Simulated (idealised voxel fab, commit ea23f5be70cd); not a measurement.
voxel released beams: a process module
Cross-section cut: width 230 nm, square cells of 5 nm.
When this document writes out a cross-section, it uses a grid of square cells and lists it as bands, beginning at the top and moving down, with a band standing for one or more rows of cells. Per band: top height and bottom height in nm, followed by the left-to-right materials and their widths in nm; "full width" marks a single material spanning edge to edge, "air" marks empty space. Beneath 0, the wafer as received is one material, and that level is where height counting begins. The lowest band goes on downward without a bottom; it is written like "0 -> down". The width entry "30->40" should be interpreted row by row: the top row of cells in the band takes the first number, the bottom row takes the second number, and the change between adjacent rows is uniform throughout. "no alterations made" -> step changed no cross-section cell. Closed-off voids of 8+ cells (no open route to the top) go in "Catalogued sealed voids", written width x height at distance from the left edge, in nm. Step line, after settings: the simulator's comment on this step. overlay nm: right-of-plan distance of the mask on a masked step; negative values mean left-of-plan.

# Planned step list for the process
1: RECEIVE (material Si)
2: CONFORMAL_DEP (material Al2O3; thk nm 10)
3: DIRECTIONAL_DEP (material SiO2; thk nm 15)
4: PATTERN (tone open; mask id ANCHOR; material resist; width nm 35; thk nm 15; overlay nm 0)
5: DIRECTIONAL_ETCH (etch materials SiO2; depth nm 15)
6: STRIP (etch materials resist)
7: CONFORMAL_DEP (material polySi; thk nm 10)
8: DIRECTIONAL_DEP (material aC; thk nm 10)
9: PATTERN (tone cover; mask id BEAM; material resist; width nm 95; thk nm 25; overlay nm 0)
10: DIRECTIONAL_ETCH (etch materials aC; depth nm 10)
11: STRIP (etch materials resist)
12: DIRECTIONAL_ETCH (etch materials polySi; depth nm 10)
13: STRIP (etch materials aC)
14: STRIP (etch materials SiO2)

# Received-state cross-section, reflecting completion of step 1
* 0 -> down  Si full width
* Catalogued sealed voids: none

# The first of the two wafers as seen in cross-section once the module was finished; processing followed the plan
* 35 -> 25  air (65); polySi (15); air (15); polySi (65); air (70)
* 25 -> 20  air (70); polySi (10); air (15); polySi (10); air (125)
* 20 -> 10  air (70); polySi (35); air (125)
* 10 -> 0  Al2O3 full width
* 0 -> down  Si full width
* Catalogued sealed voids: none

# This is the second of the two wafers, cross-sectioned at the end of the module; it started exactly like the first and was given the same plan, but it was run with one mistake
* 30 -> 25  air (65); polySi (10); air (25); polySi (60); air (70)
* 25 -> 15  air (70); polySi (5); air (25); polySi (5); air (125)
* 15 -> 10  air (70); polySi (35); air (125)
* 10 -> 0  Al2O3 full width
* 0 -> down  Si full width
* Catalogued sealed voids: none
The plan and the run diverged here: rather than as planned, step 7 actually ran as CONFORMAL_DEP (material polySi; thk nm 5)
The second wafer ends with more or fewer cells of some materials than the first, per final count: -25 polySi
